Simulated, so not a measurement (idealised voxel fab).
voxel ribs on slabs: a process module
This is section cut - it's 165 nm across, gridded in 5 nm square cells.
Square cells in a grid make up a cross-section in this document, and the grid is given as bands, listed from the top down, each one or more rows of cells. Within each band entry, the heights of the top and of the bottom of the band appear first, in that order and in nm; the materials of the band then follow from left to right, each with its corresponding width in nm. The designation "full width" on a single material indicates that it fills the band from edge to edge; the designation "air" indicates empty space. Heights are reckoned from 0. Under this level, the received wafer is all of one material. The bottommost band is open-ended downward, for example "top 0, no bottom". Read "30->40" as a graded width: first number on top, second number at the bottom, same change between each pair of neighbouring rows. Reading "nothing different" for a step: not a cell of the cross-section changed in it. Closed-off voids of 8+ cells (no open route to the top) go in "Unvented cavities", written width x height at distance from the left edge, in nm. Where a step's line continues beyond its settings, the continuation is a remark by the simulator itself on that step. The setting "overlay nm" may be written on the line of a step. When the step uses a mask, the value reports how far to the right of the planned place the mask lay, and a negative value reports that it lay to the left.
[plan]
1,RECEIVE, material Si
2,DIRECTIONAL_DEP, material SiO2, thk nm 25
3,DIRECTIONAL_DEP, material SiN, thk nm 15
4,DIRECTIONAL_DEP, material aC, thk nm 10
5,PATTERN, tone cover, mask id RIB, material resist, width nm 25, thk nm 25, overlay nm 0
6,DIRECTIONAL_ETCH, etch materials aC, depth nm 10
7,STRIP, etch materials resist
8,DIRECTIONAL_ETCH, etch materials SiN, depth nm 10
9,STRIP, etch materials aC
10,PATTERN, tone cover, mask id SLAB, material resist, width nm 55, thk nm 15, overlay nm 0
11,DIRECTIONAL_ETCH, etch materials SiN, depth nm 5
12,STRIP, etch materials resist
13,FILL_DEP, material SiO2, thk nm 25
14,CMP, height nm 55
15,DIRECTIONAL_DEP, material W, thk nm 10
16,DIRECTIONAL_DEP, material aC, thk nm 10
17,PATTERN, tone cover, mask id HEATER, material resist, width nm 35, thk nm 25, overlay nm 0
18,DIRECTIONAL_ETCH, etch materials aC, depth nm 10
19,STRIP, etch materials resist
20,DIRECTIONAL_ETCH, etch materials W, depth nm 10
21,STRIP, etch materials aC
22,CONFORMAL_DEP, material SiO2, thk nm 5
[Cross-section of the wafer as it came to us, i.e., already through step 1]
- top 0, no bottom = Si full width
- Unvented cavities: none
[As-planned run: cross-section of the first of two wafers at end of module]
- top 70, bottom 65 = 60 nm air, then 45 nm SiO2, then 60 nm air
- top 65, bottom 60 = 60 nm air, then 5 nm SiO2, then 35 nm W, then 5 nm SiO2, then 60 nm air
- top 60, bottom 55 = 65 nm SiO2, then 35 nm W, then 65 nm SiO2
- top 55, bottom 40 = SiO2 full width
- top 40, bottom 30 = 70 nm SiO2, then 25 nm SiN, then 70 nm SiO2
- top 30, bottom 25 = 55 nm SiO2, then 55 nm SiN, then 55 nm SiO2
- top 25, bottom 0 = SiO2 full width
- top 0, no bottom = Si full width
- Unvented cavities: none
[The second wafer, shown in cross-section after the module: started the same way as the first and given the same plan, yet one mistake crept into how it was run]
- top 70, bottom 65 = 60 nm air, then 45 nm SiO2, then 60 nm air
- top 65, bottom 60 = 60 nm air, then 5 nm SiO2, then 35 nm W, then 5 nm SiO2, then 60 nm air
- top 60, bottom 55 = 65 nm SiO2, then 35 nm W, then 65 nm SiO2
- top 55, bottom 45 = SiO2 full width
- top 45, bottom 35 = 70 nm SiO2, then 25 nm SiN, then 70 nm SiO2
- top 35, bottom 30 = 55 nm SiO2, then 55 nm SiN, then 55 nm SiO2
- top 30, bottom 25 = SiN full width
- top 25, bottom 0 = SiO2 full width
- top 0, no bottom = Si full width
- Unvented cavities: none
Diagnosis: step 3 changed vs plan, executed as DIRECTIONAL_DEP, material SiN, thk nm 20
The second wafer ends with more or fewer cells of some materials than the first, per final count: SiN: 33 more, SiO2: 33 fewer
